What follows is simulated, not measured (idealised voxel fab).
Proc. module: voxel self aligned contacts
Pictured: cross-section cut, 260 nm wide, on a grid of 5 nm square cells.
Cross-section, as written here: a square-cell grid given band by band from the top down, where a band holds one or more rows of cells. Basically the band line says how high the top is and how high the bottom is, in nm, and then what's in it from left to right, every material with its width in nm. Empty space shows up as "air", and if a single material carries "everywhere" it runs the full band edge to edge. We count height from 0. Below that, the starting wafer is all one material. The lowest band never ends at the bottom but goes on down; see "from 0 down" for how that is written. A two-number width, for instance "30->40", indicates that the width is equal to the first number in the top row of the band and to the second number in the bottom row, and that it changes by a constant amount per row of cells. The designation "nothing altered", where it is given for a processing step, indicates that no cell of the cross-section was altered in the course of that step. Heads up: "Internal closed voids" only lists the empty pockets with no open path to the top that are 8 cells or more, and it writes them as width x height at distance, distance from the left edge, in nm. If you see something after the settings on a step's line, that's the simulator's own remark about that step. overlay nm: how far to the right of its planned place the mask lay on this masked step (negative: to the left).

## Intended process steps
- 1: RECEIVE with material Si
- 2: OXIDIZE with depth nm 5
- 3: DIRECTIONAL_DEP with material polySi, thk nm 20
- 4: DIRECTIONAL_DEP with material SiN, thk nm 20
- 5: PATTERN with tone cover, mask id GATE, material resist, width nm 35, pitch nm 60, thk nm 15, overlay nm 0
- 6: DIRECTIONAL_ETCH with etch materials SiN, depth nm 20
- 7: DIRECTIONAL_ETCH with etch materials polySi, depth nm 20
- 8: STRIP with etch materials resist
- 9: CONFORMAL_DEP with material SiN, thk nm 5
- 10: DIRECTIONAL_ETCH with etch materials SiN, depth nm 5
- 11: FILL_DEP with material SiO2, thk nm 15
- 12: CMP with height nm 45
- 13: PATTERN with tone open, mask id CONTACT, material resist, width nm 45, thk nm 15, overlay nm 0
- 14: DIRECTIONAL_ETCH with etch materials SiO2, depth nm 50
- 15: STRIP with etch materials resist
- 16: CONFORMAL_DEP with material TiN, thk nm 5
- 17: FILL_DEP with material Ru, thk nm 5
- 18: CMP with height nm 45
- 19: CONFORMAL_DEP with material SiCN, thk nm 5

## as received, after step 1
* from 0 down  Si everywhere
* Internal closed voids: none

## Starting structure and process plan are as shown above, but one mistake was made in running the module; the wafer cross-section at the end of the module follows
* from 50 to 45  SiCN everywhere
* from 45 to 40  SiO2 (105), then TiN (20), then Ru (5), then TiN (20), then SiO2 (110)
* from 40 to 20  SiO2 (75), then SiN (45), then TiN (5), then Ru (5), then TiN (5), then SiN (45), then SiO2 (80)
* from 20 to 5  SiO2 (75), then SiN (5), then polySi (35), then SiN (5), then TiN (5), then Ru (5), then TiN (5), then SiN (5), then polySi (35), then SiN (5), then SiO2 (80)
* from 5 to 0  SiO2 (75), then SiN (5), then polySi (35), then SiN (5), then TiN (15), then SiN (5), then polySi (35), then SiN (5), then SiO2 (80)
* from 0 down  Si everywhere
* Internal closed voids: none
Diagnosis: with respect to the plan, step 2 was omitted and not executed
